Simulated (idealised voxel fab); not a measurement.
Documented hereafter: the process module known as voxel self aligned contacts.
Displayed cross-section: cut, width of 250 nm, square cells sized 5 nm.
We lay out every cross-section as a grid of square cells and spell it out in bands from the top down, where one band means one or more rows of cells. Basically the band line says how high the top is and how high the bottom is, in nm, and then what's in it from left to right, every material with its width in nm. Empty space shows up as "air", and if a single material carries "everywhere" it runs the full band edge to edge. Height 0 is the level under which the wafer as received is all one material. The lowest band goes on downwards, as in "0 and below". A width given as "30 to 40" starts at the first number in the band's top row and ends at the second number in its bottom row, shifting by an equal amount at every step from row to row. Take "no alterations made" at face value: in the step it is given for, the cross-section changed in none of its cells. Entry "Listed closed voids". Content: empty spaces with no open connection to the top, size 8 cells or greater. Each: width x height at distance. Distance: from left edge. Unit: nm. The remark found on a step's line after its settings is issued by the simulator itself and pertains to that step. The "overlay nm" setting may appear on a step's line; for a step that uses a mask, it gives how far to the right of its planned position the mask lay, and a negative value indicates the left. Reading key. Pairs: pre-step and post-step cross-section, one process step apart; post-step view only to lowest changed band. Step between + settings: beneath pair. Runs: pairs may be from different runs of this module, same starting wafer. Continuation from pair above: only where "Before-step section" entry says.
**Before-step section**
- 70 down to 60  air 60, then aC 55, then air 15, then aC 55, then air 65
- 60 down to 50  SiO2 everywhere
- 50 down to 30  SiO2 30, then SiN 45, then SiO2 25, then SiN 45, then SiO2 25, then SiN 45, then SiO2 35
- 30 down to 5  SiO2 30, then SiN 5, then polySi 35, then SiN 5, then SiO2 25, then SiN 5, then polySi 35, then SiN 5, then SiO2 25, then SiN 5, then polySi 35, then SiN 5, then SiO2 35
- 5 down to 0  SiO2 everywhere
- 0 and below  Si everywhere
- Listed closed voids: none
**Post-Step Appearance**
- 70 down to 60  air 60, then aC 55, then air 15, then aC 55, then air 65
- 60 down to 50  air 60, then SiO2 55, then air 15, then SiO2 55, then air 65
- 50 down to 30  air 30, then SiN 45, then SiO2 25, then SiN 45, then SiO2 25, then SiN 45, then air 35
- 30 down to 5  air 30, then SiN 5, then polySi 35, then SiN 5, then SiO2 25, then SiN 5, then polySi 35, then SiN 5, then SiO2 25, then SiN 5, then polySi 35, then SiN 5, then air 35
- 5 down to 0  air 30, then SiO2 185, then air 35
- Below a height of 0, the structure has not been altered.
- Listed closed voids: none
Connecting step for the cross-sections above: DIRECTIONAL_ETCH: etch materials SiO2, depth nm 60
Before-step section: after-step cross-section of the pair just above applies.
**Post-Step Appearance**
- 60 down to 50  air 60, then SiO2 55, then air 15, then SiO2 55, then air 65
- Below a height of 50, the structure has not been altered.
- Listed closed voids: none
Connecting step for the cross-sections above: STRIP: etch materials aC
Before-step section: after-step cross-section of the pair just above applies.
**Post-Step Appearance**
- 65 down to 60  air 55, then TiN 65, then air 5, then TiN 65, then air 60
- 60 down to 55  air 55, then TiN 5, then SiO2 55, then TiN 5, then air 5, then TiN 5, then SiO2 55, then TiN 5, then air 60
- 55 down to 50  air 25, then TiN 35, then SiO2 55, then TiN 15, then SiO2 55, then TiN 35, then air 30
- 50 down to 30  air 25, then TiN 5, then SiN 45, then SiO2 25, then SiN 45, then SiO2 25, then SiN 45, then TiN 5, then air 30
- 30 down to 5  air 25, then TiN 5, then SiN 5, then polySi 35, then SiN 5, then SiO2 25, then SiN 5, then polySi 35, then SiN 5, then SiO2 25, then SiN 5, then polySi 35, then SiN 5, then TiN 5, then air 30
- 5 down to 0  TiN 30, then SiO2 185, then TiN 35
- Below a height of 0, the structure has not been altered.
- Listed closed voids: none
Connecting step for the cross-sections above: CONFORMAL_DEP: material TiN, thk nm 5
Before-step section: after-step cross-section of the pair just above applies.
**Post-Step Appearance**
- 75 down to 65  Ru everywhere
- 65 down to 60  Ru 55, then TiN 65, then Ru 5, then TiN 65, then Ru 60
- 60 down to 55  Ru 55, then TiN 5, then SiO2 55, then TiN 5, then Ru 5, then TiN 5, then SiO2 55, then TiN 5, then Ru 60
- 55 down to 50  Ru 25, then TiN 35, then SiO2 55, then TiN 15, then SiO2 55, then TiN 35, then Ru 30
- 50 down to 30  Ru 25, then TiN 5, then SiN 45, then SiO2 25, then SiN 45, then SiO2 25, then SiN 45, then TiN 5, then Ru 30
- 30 down to 5  Ru 25, then TiN 5, then SiN 5, then polySi 35, then SiN 5, then SiO2 25, then SiN 5, then polySi 35, then SiN 5, then SiO2 25, then SiN 5, then polySi 35, then SiN 5, then TiN 5, then Ru 30
- Below a height of 5, the structure has not been altered.
- Listed closed voids: none
Connecting step for the cross-sections above: FILL_DEP: material Ru, thk nm 10
Before-step section: after-step cross-section of the pair just above applies.
**Post-Step Appearance**
- 60 down to 55  Ru 55, then TiN 5, then SiO2 55, then TiN 5, then Ru 5, then TiN 5, then SiO2 55, then TiN 5, then Ru 60
- Below a height of 55, the structure has not been altered.
- Listed closed voids: none
Connecting step for the cross-sections above: CMP: height nm 60
Before-step section: after-step cross-section of the pair just above applies.
**Post-Step Appearance**
- 65 down to 60  SiN everywhere
- Below a height of 60, the structure has not been altered.
- Listed closed voids: none
Connecting step for the cross-sections above: CONFORMAL_DEP: material SiN, thk nm 5
